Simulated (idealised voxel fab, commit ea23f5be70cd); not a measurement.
process module | voxel fin reveal
cross-section cut | 220 nm wide | cells 5 nm
A cross-section is a grid of square cells, given in bands from the top down. A band is one or more rows of cells.
Each band's line starts with the height of the band's top and of its bottom, in nm. Then come its materials from left to right, each with its width in nm. One material with "throughout" fills the band from edge to edge. "air" is empty space.
Height 0 is the level under which the wafer as received is all one material. The lowest band goes on downwards, as in "0 down".
A width such as "30 to 40" changes by the same amount from each row of cells to the next, from the band's top row to its bottom row.
"no change" after a step means that no cell of the cross-section changed.
closed voids: empty space of 8 cells or more with no open way to the top, each as width x height at its distance from the left edge, in nm
after a step's settings: what the simulator itself notes on the step
overlay nm, on a step with a mask: how far to the right of its planned place the mask lay; to the left if negative
plan
1 op RECEIVE | material Si
2 op CONFORMAL_DEP | material SiN | thk nm 10
3 op MASKED_ETCH | tone cover | mask id FINS | width nm 15 | pitch nm 40 | etch materials SiN | depth nm 10 | overlay nm 0
4 op MASKED_ETCH | tone cover | mask id FINS | width nm 15 | pitch nm 40 | etch materials Si | depth nm 40 | overlay nm 0
5 op OXIDIZE | depth nm 5
6 op FILL_DEP | material SiO2 | thk nm 5
7 op CMP | height nm 10
8 op SELECTIVE_ETCH | etch materials SiO2 | depth nm 40
9 op STRIP | etch materials SiN
as received, after step 1
  0 down: Si throughout
  closed voids: none
first wafer at the end, as planned
  0 to -30: air 45 | Si 5 | air 35 | Si 5 | air 35 | Si 5 | air 35 | Si 5 | air 50
  -30 to -45: SiO2 45 | Si 5 | SiO2 35 | Si 5 | SiO2 35 | Si 5 | SiO2 35 | Si 5 | SiO2 50
  -45 down: Si throughout
  closed voids: none
second wafer at the end: like start, like plan, one mistake
  0 to -30: air 45 | Si 10 | air 30 | Si 10 | air 30 | Si 10 | air 30 | Si 10 | air 45
  -30 to -45: SiO2 45 | Si 10 | SiO2 30 | Si 10 | SiO2 30 | Si 10 | SiO2 30 | Si 10 | SiO2 45
  -45 down: Si throughout
  closed voids: none
what went wrong: step 3 ran as: op MASKED_ETCH | tone cover | mask id FINS | width nm 20 | pitch nm 40 | etch materials SiN | depth nm 10 | overlay nm 0
at the end the second wafer has, in cells: 36 more of Si | 12 fewer of SiO2
